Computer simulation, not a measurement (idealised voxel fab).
process module | voxel self aligned vias
cross-section cut | 140 nm wide | cells 5 nm
A cross-section is a grid of square cells, given in bands from the top down. A band is one or more rows of cells.
Each band's line starts with the height of the band's top and of its bottom, in nm. Then come its materials from left to right, each with its width in nm. One material with "throughout" fills the band from edge to edge. "air" is empty space.
Height 0 is the level under which the wafer as received is all one material. The lowest band goes on downwards, as in "0 down".
A width such as "30 to 40" changes by the same amount from each row of cells to the next, from the band's top row to its bottom row.
"no change" after a step means that no cell of the cross-section changed.
closed voids: empty space of 8 cells or more with no open way to the top, each as width x height at its distance from the left edge, in nm
after a step's settings: what the simulator itself notes on the step
overlay nm, on a step with a mask: how far to the right of its planned place the mask lay; to the left if negative
plan
1 op RECEIVE | material Si
2 op CONFORMAL_DEP | material SiO2 | thk nm 10
3 op CONFORMAL_DEP | material SiCN | thk nm 5
4 op DIRECTIONAL_DEP | material lowk | thk nm 30
5 op PATTERN | tone open | mask id LINES | material resist | width nm 30 | pitch nm 55 | thk nm 20 | overlay nm 0
6 op DIRECTIONAL_ETCH | etch materials lowk | depth nm 30
7 op STRIP | etch materials resist
8 op CONFORMAL_DEP | material TiN | thk nm 5
9 op FILL_DEP | material W | thk nm 10
10 op CMP | height nm 45
11 op SELECTIVE_ETCH | etch materials W Ru TiN | depth nm 5
12 op FILL_DEP | material SiN | thk nm 5
13 op CMP | height nm 45
14 op DIRECTIONAL_DEP | material lowk | thk nm 20
15 op DIRECTIONAL_DEP | material aC | thk nm 15
16 op PATTERN | tone open | mask id VIAS | material resist | width nm 40 | thk nm 30 | overlay nm 0
17 op DIRECTIONAL_ETCH | etch materials aC | depth nm 15
18 op STRIP | etch materials resist
19 op DIRECTIONAL_ETCH | etch materials lowk | depth nm 20
20 op DIRECTIONAL_ETCH | etch materials SiN | depth nm 5
21 op STRIP | etch materials aC
22 op CONFORMAL_DEP | material TiN | thk nm 5
23 op FILL_DEP | material W | thk nm 5
24 op CMP | height nm 65
25 op CONFORMAL_DEP | material SiN | thk nm 5
as received, after step 1
  0 down: Si throughout
  closed voids: none
first wafer at the end, as planned
  70 to 65: SiN throughout
  65 to 50: lowk 20 | TiN 5 | W 30 | TiN 5 | lowk 80
  50 to 45: lowk 20 | TiN 10 | W 20 | TiN 10 | lowk 80
  45 to 40: lowk 25 | TiN 30 | lowk 25 | SiN 30 | lowk 30
  40 to 20: lowk 25 | TiN 5 | W 20 | TiN 5 | lowk 25 | TiN 5 | W 20 | TiN 5 | lowk 30
  20 to 15: lowk 25 | TiN 30 | lowk 25 | TiN 30 | lowk 30
  15 to 10: SiCN throughout
  10 to 0: SiO2 throughout
  0 down: Si throughout
  closed voids: none
second wafer at the end: like start, like plan, one mistake
  70 to 65: SiN throughout
  65 to 45: lowk 20 | TiN 5 | W 30 | TiN 5 | lowk 80
  45 to 40: lowk 20 | TiN 40 | lowk 20 | SiN 30 | lowk 30
  40 to 25: lowk 20 | TiN 10 | W 20 | TiN 10 | lowk 20 | TiN 5 | W 20 | TiN 5 | lowk 30
  25 to 20: lowk 25 | TiN 5 | W 20 | TiN 5 | lowk 25 | TiN 5 | W 20 | TiN 5 | lowk 30
  20 to 15: lowk 25 | TiN 30 | lowk 25 | TiN 30 | lowk 30
  15 to 10: SiCN throughout
  10 to 0: SiO2 throughout
  0 down: Si throughout
  closed voids: none
what went wrong: step 19 was run twice
at the end the second wafer has, in cells: 6 more of TiN | 2 more of W | 8 fewer of lowk
